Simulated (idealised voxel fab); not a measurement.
Presented below is a process module, voxel wiring stack.
Square cell edge 5 nm, section width 260 nm, ID cut.
When this document writes out a cross-section, it uses a grid of square cells and lists it as bands, beginning at the top and moving down, with a band standing for one or more rows of cells.
For a band, the entry starts with two heights in nm, that of the top and then that of the bottom, and carries on with the band's materials in order from left to right, each alongside its width in nm; the word "all across" beside a single material means it fills the band edge to edge, and "air" means empty space.
Height datum 0, below which the as-received substrate wafer is one material. Lowest band open at the bottom, running downward: "top 0, no bottom".
When a width is written as two numbers, as in "30..40", the first number is the width in the top row of cells of the band and the second is the width in its bottom row, and the width changes by the same amount from each row to the next.
Basically "remained the same" means that step didn't change any cell in the cross-section.
This entry, "Fully sealed voids", enumerates those empty regions of no fewer than 8 cells that possess no open connection to the top. Each region is reported in the form width x height at distance, the distance being taken from the left edge, with all three quantities expressed in nm.
Formally, on a step line, whatever follows the settings is a remark that the simulator itself makes on the step.
"overlay nm" denotes, for a step that has a mask, the displacement of the mask to the right of its planned place, with negative values corresponding to the left.
Layout of what follows: cross-section pairs, each bracketing one process step, the after cross-section shown only to the lowest band that changed, the step between and its settings noted under each pair. Pairs may originate in different runs of this module on the same starting wafer; a pair continues from the pair above only where its entry headed "Prior to processing" says so.

[Prior to processing]
top 185, bottom 180 = 60 TiN, 20 air, 40 TiN, 20 air, 40 TiN, 20 air, 60 TiN
top 180, bottom 160 = 55 SiO2, 5 TiN, 20 air, 5 TiN, 30 SiO2, 5 TiN, 20 air, 5 TiN, 30 SiO2, 5 TiN, 20 air, 5 TiN, 55 SiO2
top 160, bottom 155 = 55 SiO2, 30 TiN, 30 SiO2, 30 TiN, 30 SiO2, 30 TiN, 55 SiO2
top 155, bottom 135 = 55 lowk, 15 Ru, 105 lowk, 15 Ru, 70 lowk
top 135, bottom 130 = 55 SiCN, 15 Ru, 105 SiCN, 15 Ru, 70 SiCN
top 130, bottom 105 = 50 SiO2, 5 SiCN, 30 W, 5 SiCN, 20 SiO2, 5 SiCN, 30 W, 5 SiCN, 20 SiO2, 5 SiCN, 30 W, 5 SiCN, 50 SiO2
top 105, bottom 100 = 55 SiCN, 30 TiN, 30 SiCN, 30 TiN, 30 SiCN, 30 TiN, 55 SiCN
top 100, bottom 80 = 55 SiO2, 5 TiN, 5 Cu, 5 TiN, 45 SiO2, 5 TiN, 5 Cu, 5 TiN, 45 SiO2, 5 TiN, 5 Cu, 5 TiN, 70 SiO2
top 80, bottom 75 = 55 SiCN, 15 TiN, 45 SiCN, 15 TiN, 45 SiCN, 15 TiN, 70 SiCN
top 75, bottom 65 = 55 lowk, 5 TiN, 20 Cu, 5 TiN, 30 lowk, 5 TiN, 20 Cu, 5 TiN, 30 lowk, 5 TiN, 20 Cu, 5 TiN, 55 lowk
top 65, bottom 60 = 55 lowk, 5 TiN, 5 Cu, 20 TiN, 30 lowk, 30 TiN, 30 lowk, 5 TiN, 5 Cu, 20 TiN, 55 lowk
top 60, bottom 45 = 55 lowk, 5 TiN, 5 Cu, 5 TiN, 105 lowk, 5 TiN, 5 Cu, 5 TiN, 70 lowk
top 45, bottom 40 = 55 SiCN, 15 TiN, 105 SiCN, 15 TiN, 70 SiCN
top 40, bottom 20 = 55 SiO2, 5 TiN, 20 Cu, 5 TiN, 30 SiO2, 5 TiN, 20 Cu, 5 TiN, 30 SiO2, 5 TiN, 20 Cu, 5 TiN, 55 SiO2
top 20, bottom 15 = 55 SiN, 30 TiN, 30 SiN, 30 TiN, 30 SiN, 30 TiN, 55 SiN
top 15, bottom 0 = SiO2 all across
top 0, no bottom = Si all across
Fully sealed voids: none

[Step Outcome]
top 190, bottom 185 = W all across
top 185, bottom 180 = 60 TiN, 20 W, 40 TiN, 20 W, 40 TiN, 20 W, 60 TiN
top 180, bottom 160 = 55 SiO2, 5 TiN, 20 W, 5 TiN, 30 SiO2, 5 TiN, 20 W, 5 TiN, 30 SiO2, 5 TiN, 20 W, 5 TiN, 55 SiO2
Rest of section, below 160: as before.
Fully sealed voids: none
Between the two cross-sections shown above, the process step is FILL_DEP,material W,thk nm 5

Prior to processing: The cross-section prior to this step is the one presented after the step of the pair immediately above.

[Step Outcome]
top 185, bottom 180 = 60 TiN, 20 W, 40 TiN, 20 W, 40 TiN, 20 W, 60 TiN
Rest of section, below 180: as before.
Fully sealed voids: none
Between the two cross-sections shown above, the process step is CMP,height nm 185

Prior to processing: The cross-section prior to this step is the one presented after the step of the pair immediately above.

[Step Outcome]
top 190, bottom 185 = Ru all across
Rest of section, below 185: as before.
Fully sealed voids: none
Between the two cross-sections shown above, the process step is EPI,material Ru,thk nm 5

Prior to processing: The cross-section prior to this step is the one presented after the step of the pair immediately above.

[Step Outcome]
top 195, bottom 190 = SiCN all across
Rest of section, below 190: as before.
Fully sealed voids: none
Between the two cross-sections shown above, the process step is FILL_DEP,material SiCN,thk nm 5

[Prior to processing]
top 75, bottom 45 = lowk all across
top 45, bottom 40 = SiCN all across
top 40, bottom 20 = 55 SiO2, 5 TiN, 20 Cu, 5 TiN, 30 SiO2, 5 TiN, 20 Cu, 5 TiN, 30 SiO2, 5 TiN, 20 Cu, 5 TiN, 55 SiO2
top 20, bottom 15 = 55 SiN, 30 TiN, 30 SiN, 30 TiN, 30 SiN, 30 TiN, 55 SiN
top 15, bottom 0 = SiO2 all across
top 0, no bottom = Si all across
Fully sealed voids: none

[Step Outcome]
top 105, bottom 45 = lowk all across
Rest of section, below 45: as before.
Fully sealed voids: none
Between the two cross-sections shown above, the process step is DIRECTIONAL_DEP,material lowk,thk nm 30

Prior to processing: The cross-section prior to this step is the one presented after the step of the pair immediately above.

[Step Outcome]
top 125, bottom 105 = 55 resist, 15 air, 105 resist, 15 air, 70 resist
Rest of section, below 105: as before.
Fully sealed voids: none
Between the two cross-sections shown above, the process step is PATTERN,tone open,mask id METAL_2_HOLES,material resist,width nm 15,pitch nm 120,thk nm 20,overlay nm 0

Prior to processing: The cross-section prior to this step is the one presented after the step of the pair immediately above.

[Step Outcome]
top 125, bottom 105 = 55 resist, 15 air, 105 resist, 15 air, 70 resist
top 105, bottom 75 = 55 lowk, 15 air, 105 lowk, 15 air, 70 lowk
Rest of section, below 75: as before.
Fully sealed voids: none
Between the two cross-sections shown above, the process step is DIRECTIONAL_ETCH,etch materials lowk,depth nm 30

Prior to processing: The cross-section prior to this step is the one presented after the step of the pair immediately above.

[Step Outcome]
top 105, bottom 75 = 55 lowk, 15 air, 105 lowk, 15 air, 70 lowk
Rest of section, below 75: as before.
Fully sealed voids: none
Between the two cross-sections shown above, the process step is STRIP,etch materials resist

Prior to processing: The cross-section prior to this step is the one presented after the step of the pair immediately above.

[Step Outcome]
top 120, bottom 105 = 55 aC, 15 air, 105 aC, 15 air, 70 aC
top 105, bottom 90 = 55 lowk, 15 air, 105 lowk, 15 air, 70 lowk
top 90, bottom 75 = 55 lowk, 15 aC, 105 lowk, 15 aC, 70 lowk
Rest of section, below 75: as before.
Fully sealed voids: none
Between the two cross-sections shown above, the process step is DIRECTIONAL_DEP,material aC,thk nm 15

Prior to processing: The cross-section prior to this step is the one presented after the step of the pair immediately above.

[Step Outcome]
top 155, bottom 120 = 55 resist, 30 air, 30 resist, 30 air, 30 resist, 30 air, 55 resist
Rest of section, below 120: as before.
Fully sealed voids: none
Between the two cross-sections shown above, the process step is PATTERN,tone open,mask id METAL_2,material resist,width nm 30,pitch nm 60,thk nm 35,overlay nm 0

Prior to processing: The cross-section prior to this step is the one presented after the step of the pair immediately above.

[Step Outcome]
top 140, bottom 120 = 55 resist, 30 air, 30 resist, 30 air, 30 resist, 30 air, 55 resist
top 120, bottom 105 = 55 aC, 30 air, 30 aC, 30 air, 30 aC, 30 air, 55 aC
top 105, bottom 75 = 55 lowk, 15 air, 105 lowk, 15 air, 70 lowk
Rest of section, below 75: as before.
Fully sealed voids: none
Between the two cross-sections shown above, the process step is DIRECTIONAL_ETCH,etch materials aC,depth nm 15

Prior to processing: The cross-section prior to this step is the one presented after the step of the pair immediately above.

[Step Outcome]
top 120, bottom 105 = 55 aC, 30 air, 30 aC, 30 air, 30 aC, 30 air, 55 aC
Rest of section, below 105: as before.
Fully sealed voids: none
Between the two cross-sections shown above, the process step is STRIP,etch materials resist

Prior to processing: The cross-section prior to this step is the one presented after the step of the pair immediately above.

[Step Outcome]
top 120, bottom 105 = 55 aC, 30 air, 30 aC, 30 air, 30 aC, 30 air, 55 aC
top 105, bottom 90 = 55 lowk, 30 air, 30 lowk, 30 air, 30 lowk, 30 air, 55 lowk
top 90, bottom 60 = 55 lowk, 15 air, 105 lowk, 15 air, 70 lowk
Rest of section, below 60: as before.
Fully sealed voids: none
Between the two cross-sections shown above, the process step is DIRECTIONAL_ETCH,etch materials lowk,depth nm 15

Prior to processing: The cross-section prior to this step is the one presented after the step of the pair immediately above.

[Step Outcome]
top 105, bottom 90 = 55 lowk, 30 air, 30 lowk, 30 air, 30 lowk, 30 air, 55 lowk
Rest of section, below 90: as before.
Fully sealed voids: none
Between the two cross-sections shown above, the process step is STRIP,etch materials aC

Prior to processing: The cross-section prior to this step is the one presented after the step of the pair immediately above.

[Step Outcome]
top 110, bottom 105 = 60 TiN, 20 air, 40 TiN, 20 air, 40 TiN, 20 air, 60 TiN
top 105, bottom 95 = 55 lowk, 5 TiN, 20 air, 5 TiN, 30 lowk, 5 TiN, 20 air, 5 TiN, 30 lowk, 5 TiN, 20 air, 5 TiN, 55 lowk
top 95, bottom 90 = 55 lowk, 5 TiN, 5 air, 20 TiN, 30 lowk, 30 TiN, 30 lowk, 5 TiN, 5 air, 20 TiN, 55 lowk
top 90, bottom 65 = 55 lowk, 5 TiN, 5 air, 5 TiN, 105 lowk, 5 TiN, 5 air, 5 TiN, 70 lowk
top 65, bottom 60 = 55 lowk, 15 TiN, 105 lowk, 15 TiN, 70 lowk
Rest of section, below 60: as before.
Fully sealed voids: none
Between the two cross-sections shown above, the process step is CONFORMAL_DEP,material TiN,thk nm 5

Prior to processing: The cross-section prior to this step is the one presented after the step of the pair immediately above.

[Step Outcome]
top 115, bottom 110 = Cu all across
top 110, bottom 105 = 60 TiN, 20 Cu, 40 TiN, 20 Cu, 40 TiN, 20 Cu, 60 TiN
top 105, bottom 95 = 55 lowk, 5 TiN, 20 Cu, 5 TiN, 30 lowk, 5 TiN, 20 Cu, 5 TiN, 30 lowk, 5 TiN, 20 Cu, 5 TiN, 55 lowk
top 95, bottom 90 = 55 lowk, 5 TiN, 5 Cu, 20 TiN, 30 lowk, 30 TiN, 30 lowk, 5 TiN, 5 Cu, 20 TiN, 55 lowk
top 90, bottom 65 = 55 lowk, 5 TiN, 5 Cu, 5 TiN, 105 lowk, 5 TiN, 5 Cu, 5 TiN, 70 lowk
Rest of section, below 65: as before.
Fully sealed voids: none
Between the two cross-sections shown above, the process step is FILL_DEP,material Cu,thk nm 5

Prior to processing: The cross-section prior to this step is the one presented after the step of the pair immediately above.

[Step Outcome]
top 75, bottom 65 = 55 lowk, 5 TiN, 5 Cu, 5 TiN, 105 lowk, 5 TiN, 5 Cu, 5 TiN, 70 lowk
Rest of section, below 65: as before.
Fully sealed voids: none
Between the two cross-sections shown above, the process step is CMP,height nm 75

Prior to processing: The cross-section prior to this step is the one presented after the step of the pair immediately above.

[Step Outcome]
top 80, bottom 75 = SiCN all across
Rest of section, below 75: as before.
Fully sealed voids: none
Between the two cross-sections shown above, the process step is CONFORMAL_DEP,material SiCN,thk nm 5

Prior to processing: The cross-section prior to this step is the one presented after the step of the pair immediately above.

[Step Outcome]
top 100, bottom 80 = SiO2 all across
Rest of section, below 80: as before.
Fully sealed voids: none
Between the two cross-sections shown above, the process step is DIRECTIONAL_DEP,material SiO2,thk nm 20

Prior to processing: The cross-section prior to this step is the one presented after the step of the pair immediately above.

[Step Outcome]
top 115, bottom 100 = 55 resist, 15 air, 45 resist, 15 air, 45 resist, 15 air, 70 resist
Rest of section, below 100: as before.
Fully sealed voids: none
Between the two cross-sections shown above, the process step is PATTERN,tone open,mask id PLUG_2,material resist,width nm 15,pitch nm 60,thk nm 15,overlay nm 0

Prior to processing: The cross-section prior to this step is the one presented after the step of the pair immediately above.

[Step Outcome]
top 115, bottom 100 = 55 resist, 15 air, 45 resist, 15 air, 45 resist, 15 air, 70 resist
top 100, bottom 80 = 55 SiO2, 15 air, 45 SiO2, 15 air, 45 SiO2, 15 air, 70 SiO2
Rest of section, below 80: as before.
Fully sealed voids: none
Between the two cross-sections shown above, the process step is DIRECTIONAL_ETCH,etch materials SiO2,depth nm 20

Prior to processing: The cross-section prior to this step is the one presented after the step of the pair immediately above.

[Step Outcome]
top 115, bottom 100 = 55 resist, 15 air, 45 resist, 15 air, 45 resist, 15 air, 70 resist
top 100, bottom 80 = 55 SiO2, 15 air, 45 SiO2, 15 air, 45 SiO2, 15 air, 70 SiO2
top 80, bottom 75 = 55 SiCN, 15 air, 45 SiCN, 15 air, 45 SiCN, 15 air, 70 SiCN
Rest of section, below 75: as before.
Fully sealed voids: none
Between the two cross-sections shown above, the process step is DIRECTIONAL_ETCH,etch materials SiCN,depth nm 5

Prior to processing: The cross-section prior to this step is the one presented after the step of the pair immediately above.

[Step Outcome]
top 100, bottom 80 = 55 SiO2, 15 air, 45 SiO2, 15 air, 45 SiO2, 15 air, 70 SiO2
Rest of section, below 80: as before.
Fully sealed voids: none
Between the two cross-sections shown above, the process step is STRIP,etch materials resist

Prior to processing: The cross-section prior to this step is the one presented after the step of the pair immediately above.

[Step Outcome]
top 105, bottom 100 = 60 TiN, 5 air, 55 TiN, 5 air, 55 TiN, 5 air, 75 TiN
top 100, bottom 80 = 55 SiO2, 5 TiN, 5 air, 5 TiN, 45 SiO2, 5 TiN, 5 air, 5 TiN, 45 SiO2, 5 TiN, 5 air, 5 TiN, 70 SiO2
top 80, bottom 75 = 55 SiCN, 15 TiN, 45 SiCN, 15 TiN, 45 SiCN, 15 TiN, 70 SiCN
Rest of section, below 75: as before.
Fully sealed voids: none
Between the two cross-sections shown above, the process step is CONFORMAL_DEP,material TiN,thk nm 5

Prior to processing: The cross-section prior to this step is the one presented after the step of the pair immediately above.

[Step Outcome]
top 115, bottom 105 = Cu all across
top 105, bottom 100 = 60 TiN, 5 Cu, 55 TiN, 5 Cu, 55 TiN, 5 Cu, 75 TiN
top 100, bottom 80 = 55 SiO2, 5 TiN, 5 Cu, 5 TiN, 45 SiO2, 5 TiN, 5 Cu, 5 TiN, 45 SiO2, 5 TiN, 5 Cu, 5 TiN, 70 SiO2
Rest of section, below 80: as before.
Fully sealed voids: none
Between the two cross-sections shown above, the process step is FILL_DEP,material Cu,thk nm 10

Prior to processing: The cross-section prior to this step is the one presented after the step of the pair immediately above.

[Step Outcome]
top 100, bottom 80 = 55 SiO2, 5 TiN, 5 Cu, 5 TiN, 45 SiO2, 5 TiN, 5 Cu, 5 TiN, 45 SiO2, 5 TiN, 5 Cu, 5 TiN, 70 SiO2
Rest of section, below 80: as before.
Fully sealed voids: none
Between the two cross-sections shown above, the process step is CMP,height nm 100

Prior to processing: The cross-section prior to this step is the one presented after the step of the pair immediately above.

[Step Outcome]
top 105, bottom 100 = TiN all across
Rest of section, below 100: as before.
Fully sealed voids: none
Between the two cross-sections shown above, the process step is DIRECTIONAL_DEP,material TiN,thk nm 5

Prior to processing: The cross-section prior to this step is the one presented after the step of the pair immediately above.

[Step Outcome]
top 130, bottom 105 = W all across
Rest of section, below 105: as before.
Fully sealed voids: none
Between the two cross-sections shown above, the process step is DIRECTIONAL_DEP,material W,thk nm 25

Prior to processing: The cross-section prior to this step is the one presented after the step of the pair immediately above.

[Step Outcome]
top 130, bottom 105 = 55 air, 30 W, 30 air, 30 W, 30 air, 30 W, 55 air
Rest of section, below 105: as before.
Fully sealed voids: none
Between the two cross-sections shown above, the process step is MASKED_ETCH,tone cover,mask id METAL_3,width nm 30,pitch nm 60,etch materials W,depth nm 25,overlay nm 0

Prior to processing: The cross-section prior to this step is the one presented after the step of the pair immediately above.

[Step Outcome]
top 130, bottom 105 = 55 air, 30 W, 30 air, 30 W, 30 air, 30 W, 55 air
top 105, bottom 100 = 55 air, 30 TiN, 30 air, 30 TiN, 30 air, 30 TiN, 55 air
Rest of section, below 100: as before.
Fully sealed voids: none
Between the two cross-sections shown above, the process step is MASKED_ETCH,tone cover,mask id METAL_3,width nm 30,pitch nm 60,etch materials TiN,depth nm 5,overlay nm 0

Prior to processing: The cross-section prior to this step is the one presented after the step of the pair immediately above.

[Step Outcome]
top 135, bottom 130 = 50 air, 40 SiCN, 20 air, 40 SiCN, 20 air, 40 SiCN, 50 air
top 130, bottom 105 = 50 air, 5 SiCN, 30 W, 5 SiCN, 20 air, 5 SiCN, 30 W, 5 SiCN, 20 air, 5 SiCN, 30 W, 5 SiCN, 50 air
top 105, bottom 100 = 55 SiCN, 30 TiN, 30 SiCN, 30 TiN, 30 SiCN, 30 TiN, 55 SiCN
Rest of section, below 100: as before.
Fully sealed voids: none
Between the two cross-sections shown above, the process step is CONFORMAL_DEP,material SiCN,thk nm 5

Prior to processing: The cross-section prior to this step is the one presented after the step of the pair immediately above.

[Step Outcome]
top 145, bottom 135 = SiO2 all across
top 135, bottom 130 = 50 SiO2, 40 SiCN, 20 SiO2, 40 SiCN, 20 SiO2, 40 SiCN, 50 SiO2
top 130, bottom 105 = 50 SiO2, 5 SiCN, 30 W, 5 SiCN, 20 SiO2, 5 SiCN, 30 W, 5 SiCN, 20 SiO2, 5 SiCN, 30 W, 5 SiCN, 50 SiO2
Rest of section, below 105: as before.
Fully sealed voids: none
Between the two cross-sections shown above, the process step is FILL_DEP,material SiO2,thk nm 10

Prior to processing: The cross-section prior to this step is the one presented after the step of the pair immediately above.

[Step Outcome]
top 130, bottom 105 = 50 SiO2, 5 SiCN, 30 W, 5 SiCN, 20 SiO2, 5 SiCN, 30 W, 5 SiCN, 20 SiO2, 5 SiCN, 30 W, 5 SiCN, 50 SiO2
Rest of section, below 105: as before.
Fully sealed voids: none
Between the two cross-sections shown above, the process step is CMP,height nm 130

Prior to processing: The cross-section prior to this step is the one presented after the step of the pair immediately above.

[Step Outcome]
top 135, bottom 130 = SiCN all across
Rest of section, below 130: as before.
Fully sealed voids: none
Between the two cross-sections shown above, the process step is CONFORMAL_DEP,material SiCN,thk nm 5

Prior to processing: The cross-section prior to this step is the one presented after the step of the pair immediately above.

[Step Outcome]
top 155, bottom 135 = lowk all across
Rest of section, below 135: as before.
Fully sealed voids: none
Between the two cross-sections shown above, the process step is DIRECTIONAL_DEP,material lowk,thk nm 20

Prior to processing: The cross-section prior to this step is the one presented after the step of the pair immediately above.

[Step Outcome]
top 155, bottom 135 = 55 lowk, 15 air, 105 lowk, 15 air, 70 lowk
Rest of section, below 135: as before.
Fully sealed voids: none
Between the two cross-sections shown above, the process step is MASKED_ETCH,tone open,mask id PLUG_3,width nm 15,pitch nm 120,etch materials lowk,depth nm 20,overlay nm 0

Prior to processing: The cross-section prior to this step is the one presented after the step of the pair immediately above.

[Step Outcome]
top 155, bottom 135 = 55 lowk, 15 air, 105 lowk, 15 air, 70 lowk
top 135, bottom 130 = 55 SiCN, 15 air, 105 SiCN, 15 air, 70 SiCN
Rest of section, below 130: as before.
Fully sealed voids: none
Between the two cross-sections shown above, the process step is MASKED_ETCH,tone open,mask id PLUG_3,width nm 15,pitch nm 120,etch materials SiCN,depth nm 5,overlay nm 0

Prior to processing: The cross-section prior to this step is the one presented after the step of the pair immediately above.

[Step Outcome]
top 155, bottom 140 = 55 lowk, 15 air, 105 lowk, 15 air, 70 lowk
top 140, bottom 135 = 55 lowk, 15 Ru, 105 lowk, 15 Ru, 70 lowk
top 135, bottom 130 = 55 SiCN, 15 Ru, 105 SiCN, 15 Ru, 70 SiCN
Rest of section, below 130: as before.
Fully sealed voids: none
Between the two cross-sections shown above, the process step is EPI,material Ru,thk nm 10

Prior to processing: The cross-section prior to this step is the one presented after the step of the pair immediately above.

[Step Outcome]
top 155, bottom 150 = 55 lowk, 15 air, 105 lowk, 15 air, 70 lowk
top 150, bottom 135 = 55 lowk, 15 Ru, 105 lowk, 15 Ru, 70 lowk
Rest of section, below 135: as before.
Fully sealed voids: none
Between the two cross-sections shown above, the process step is EPI,material Ru,thk nm 10

Prior to processing: The cross-section prior to this step is the one presented after the step of the pair immediately above.

[Step Outcome]
top 155, bottom 135 = 55 lowk, 15 Ru, 105 lowk, 15 Ru, 70 lowk
Rest of section, below 135: as before.
Fully sealed voids: none
Between the two cross-sections shown above, the process step is EPI,material Ru,thk nm 5

Prior to processing: The cross-section prior to this step is the one presented after the step of the pair immediately above.

[Step Outcome]
top 160, bottom 155 = SiCN all across
Rest of section, below 155: as before.
Fully sealed voids: none
Between the two cross-sections shown above, the process step is CONFORMAL_DEP,material SiCN,thk nm 5

Prior to processing: The cross-section prior to this step is the one presented after the step of the pair immediately above.

[Step Outcome]
top 185, bottom 160 = SiO2 all across
Rest of section, below 160: as before.
Fully sealed voids: none
Between the two cross-sections shown above, the process step is DIRECTIONAL_DEP,material SiO2,thk nm 25

Prior to processing: The cross-section prior to this step is the one presented after the step of the pair immediately above.

[Step Outcome]
top 205, bottom 185 = 55 resist, 30 air, 30 resist, 30 air, 30 resist, 30 air, 55 resist
Rest of section, below 185: as before.
Fully sealed voids: none
Between the two cross-sections shown above, the process step is PATTERN,tone open,mask id METAL_4,material resist,width nm 30,pitch nm 60,thk nm 20,overlay nm 0

Prior to processing: The cross-section prior to this step is the one presented after the step of the pair immediately above.

[Step Outcome]
top 205, bottom 185 = 55 resist, 30 air, 30 resist, 30 air, 30 resist, 30 air, 55 resist
top 185, bottom 160 = 55 SiO2, 30 air, 30 SiO2, 30 air, 30 SiO2, 30 air, 55 SiO2
Rest of section, below 160: as before.
Fully sealed voids: none
Between the two cross-sections shown above, the process step is DIRECTIONAL_ETCH,etch materials SiO2,depth nm 25

Prior to processing: The cross-section prior to this step is the one presented after the step of the pair immediately above.

[Step Outcome]
top 205, bottom 185 = 55 resist, 30 air, 30 resist, 30 air, 30 resist, 30 air, 55 resist
top 185, bottom 160 = 55 SiO2, 30 air, 30 SiO2, 30 air, 30 SiO2, 30 air, 55 SiO2
top 160, bottom 155 = 55 SiCN, 30 air, 30 SiCN, 30 air, 30 SiCN, 30 air, 55 SiCN
Rest of section, below 155: as before.
Fully sealed voids: none
Between the two cross-sections shown above, the process step is DIRECTIONAL_ETCH,etch materials SiCN,depth nm 5

Prior to processing: The cross-section prior to this step is the one presented after the step of the pair immediately above.

[Step Outcome]
top 185, bottom 160 = 55 SiO2, 30 air, 30 SiO2, 30 air, 30 SiO2, 30 air, 55 SiO2
Rest of section, below 160: as before.
Fully sealed voids: none
Between the two cross-sections shown above, the process step is STRIP,etch materials resist

Prior to processing: The cross-section prior to this step is the one presented after the step of the pair immediately above.

[Step Outcome]
top 190, bottom 185 = 60 TiN, 20 air, 40 TiN, 20 air, 40 TiN, 20 air, 60 TiN
top 185, bottom 160 = 55 SiO2, 5 TiN, 20 air, 5 TiN, 30 SiO2, 5 TiN, 20 air, 5 TiN, 30 SiO2, 5 TiN, 20 air, 5 TiN, 55 SiO2
top 160, bottom 155 = 55 SiCN, 30 TiN, 30 SiCN, 30 TiN, 30 SiCN, 30 TiN, 55 SiCN
Rest of section, below 155: as before.
Fully sealed voids: none
Between the two cross-sections shown above, the process step is CONFORMAL_DEP,material TiN,thk nm 5

Prior to processing: The cross-section prior to this step is the one presented after the step of the pair immediately above.

[Step Outcome]
top 195, bottom 190 = W all across
top 190, bottom 185 = 60 TiN, 20 W, 40 TiN, 20 W, 40 TiN, 20 W, 60 TiN
top 185, bottom 160 = 55 SiO2, 5 TiN, 20 W, 5 TiN, 30 SiO2, 5 TiN, 20 W, 5 TiN, 30 SiO2, 5 TiN, 20 W, 5 TiN, 55 SiO2
Rest of section, below 160: as before.
Fully sealed voids: none
Between the two cross-sections shown above, the process step is FILL_DEP,material W,thk nm 5

Prior to processing: The cross-section prior to this step is the one presented after the step of the pair immediately above.

[Step Outcome]
top 185, bottom 160 = 55 SiO2, 5 TiN, 20 W, 5 TiN, 30 SiO2, 5 TiN, 20 W, 5 TiN, 30 SiO2, 5 TiN, 20 W, 5 TiN, 55 SiO2
Rest of section, below 160: as before.
Fully sealed voids: none
Between the two cross-sections shown above, the process step is CMP,height nm 185

Prior to processing: The cross-section prior to this step is the one presented after the step of the pair immediately above.

[Step Outcome]
top 190, bottom 185 = 50 air, 40 Ru, 20 air, 40 Ru, 20 air, 40 Ru, 50 air
Rest of section, below 185: as before.
Fully sealed voids: none
Between the two cross-sections shown above, the process step is EPI,material Ru,thk nm 5

Prior to processing: The cross-section prior to this step is the one presented after the step of the pair immediately above.

[Step Outcome]
top 195, bottom 190 = SiCN all across
top 190, bottom 185 = 50 SiCN, 40 Ru, 20 SiCN, 40 Ru, 20 SiCN, 40 Ru, 50 SiCN
Rest of section, below 185: as before.
Fully sealed voids: none
Between the two cross-sections shown above, the process step is FILL_DEP,material SiCN,thk nm 5

[Prior to processing]
top 15, bottom 0 = SiO2 all across
top 0, no bottom = Si all across
Fully sealed voids: none

[Step Outcome]
top 35, bottom 0 = SiO2 all across
Rest of section, below 0: as before.
Fully sealed voids: none
Between the two cross-sections shown above, the process step is DIRECTIONAL_DEP,material SiO2,thk nm 20

Prior to processing: The cross-section prior to this step is the one presented after the step of the pair immediately above.

[Step Outcome]
top 40, bottom 35 = SiN all across
Rest of section, below 35: as before.
Fully sealed voids: none
Between the two cross-sections shown above, the process step is CONFORMAL_DEP,material SiN,thk nm 5

Prior to processing: The cross-section prior to this step is the one presented after the step of the pair immediately above.

[Step Outcome]
top 60, bottom 40 = 55 resist, 30 air, 30 resist, 30 air, 30 resist, 30 air, 55 resist
Rest of section, below 40: as before.
Fully sealed voids: none
Between the two cross-sections shown above, the process step is PATTERN,tone open,mask id METAL_1,material resist,width nm 30,pitch nm 60,thk nm 20,overlay nm 0

Prior to processing: The cross-section prior to this step is the one presented after the step of the pair immediately above.

[Step Outcome]
top 60, bottom 40 = 55 resist, 30 air, 30 resist, 30 air, 30 resist, 30 air, 55 resist
top 40, bottom 35 = 55 SiN, 30 air, 30 SiN, 30 air, 30 SiN, 30 air, 55 SiN
Rest of section, below 35: as before.
Fully sealed voids: none
Between the two cross-sections shown above, the process step is DIRECTIONAL_ETCH,etch materials SiN,depth nm 5

Prior to processing: The cross-section prior to this step is the one presented after the step of the pair immediately above.

[Step Outcome]
top 40, bottom 35 = 55 SiN, 30 air, 30 SiN, 30 air, 30 SiN, 30 air, 55 SiN
Rest of section, below 35: as before.
Fully sealed voids: none
Between the two cross-sections shown above, the process step is STRIP,etch materials resist

Prior to processing: The cross-section prior to this step is the one presented after the step of the pair immediately above.

[Step Outcome]
top 45, bottom 40 = 60 TiN, 20 air, 40 TiN, 20 air, 40 TiN, 20 air, 60 TiN
top 40, bottom 35 = 55 SiN, 30 TiN, 30 SiN, 30 TiN, 30 SiN, 30 TiN, 55 SiN
Rest of section, below 35: as before.
Fully sealed voids: none
Between the two cross-sections shown above, the process step is CONFORMAL_DEP,material TiN,thk nm 5

Prior to processing: The cross-section prior to this step is the one presented after the step of the pair immediately above.

[Step Outcome]
top 50, bottom 45 = Cu all across
top 45, bottom 40 = 60 TiN, 20 Cu, 40 TiN, 20 Cu, 40 TiN, 20 Cu, 60 TiN
Rest of section, below 40: as before.
Fully sealed voids: none
Between the two cross-sections shown above, the process step is FILL_DEP,material Cu,thk nm 5

Prior to processing: The cross-section prior to this step is the one presented after the step of the pair immediately above.

[Step Outcome]
top 40, bottom 35 = 55 SiN, 30 TiN, 30 SiN, 30 TiN, 30 SiN, 30 TiN, 55 SiN
Rest of section, below 35: as before.
Fully sealed voids: none
Between the two cross-sections shown above, the process step is CMP,height nm 40

Prior to processing: The cross-section prior to this step is the one presented after the step of the pair immediately above.

[Step Outcome]
top 45, bottom 40 = SiCN all across
Rest of section, below 40: as before.
Fully sealed voids: none
Between the two cross-sections shown above, the process step is CONFORMAL_DEP,material SiCN,thk nm 5

Prior to processing: The cross-section prior to this step is the one presented after the step of the pair immediately above.

[Step Outcome]
top 75, bottom 45 = lowk all across
Rest of section, below 45: as before.
Fully sealed voids: none
Between the two cross-sections shown above, the process step is DIRECTIONAL_DEP,material lowk,thk nm 30

Prior to processing: The cross-section prior to this step is the one presented after the step of the pair immediately above.

[Step Outcome]
top 95, bottom 75 = 55 resist, 15 air, 105 resist, 15 air, 70 resist
Rest of section, below 75: as before.
Fully sealed voids: none
Between the two cross-sections shown above, the process step is PATTERN,tone open,mask id METAL_2_HOLES,material resist,width nm 15,pitch nm 120,thk nm 20,overlay nm 0

Prior to processing: The cross-section prior to this step is the one presented after the step of the pair immediately above.

[Step Outcome]
top 95, bottom 75 = 55 resist, 15 air, 105 resist, 15 air, 70 resist
top 75, bottom 45 = 55 lowk, 15 air, 105 lowk, 15 air, 70 lowk
Rest of section, below 45: as before.
Fully sealed voids: none
Between the two cross-sections shown above, the process step is DIRECTIONAL_ETCH,etch materials lowk,depth nm 30

Prior to processing: The cross-section prior to this step is the one presented after the step of the pair immediately above.

[Step Outcome]
top 75, bottom 45 = 55 lowk, 15 air, 105 lowk, 15 air, 70 lowk
Rest of section, below 45: as before.
Fully sealed voids: none
Between the two cross-sections shown above, the process step is STRIP,etch materials resist

Prior to processing: The cross-section prior to this step is the one presented after the step of the pair immediately above.

[Step Outcome]
top 90, bottom 75 = 55 aC, 15 air, 105 aC, 15 air, 70 aC
top 75, bottom 60 = 55 lowk, 15 air, 105 lowk, 15 air, 70 lowk
top 60, bottom 45 = 55 lowk, 15 aC, 105 lowk, 15 aC, 70 lowk
Rest of section, below 45: as before.
Fully sealed voids: none
Between the two cross-sections shown above, the process step is DIRECTIONAL_DEP,material aC,thk nm 15

Prior to processing: The cross-section prior to this step is the one presented after the step of the pair immediately above.

[Step Outcome]
top 125, bottom 90 = 55 resist, 30 air, 30 resist, 30 air, 30 resist, 30 air, 55 resist
Rest of section, below 90: as before.
Fully sealed voids: none
Between the two cross-sections shown above, the process step is PATTERN,tone open,mask id METAL_2,material resist,width nm 30,pitch nm 60,thk nm 35,overlay nm 0
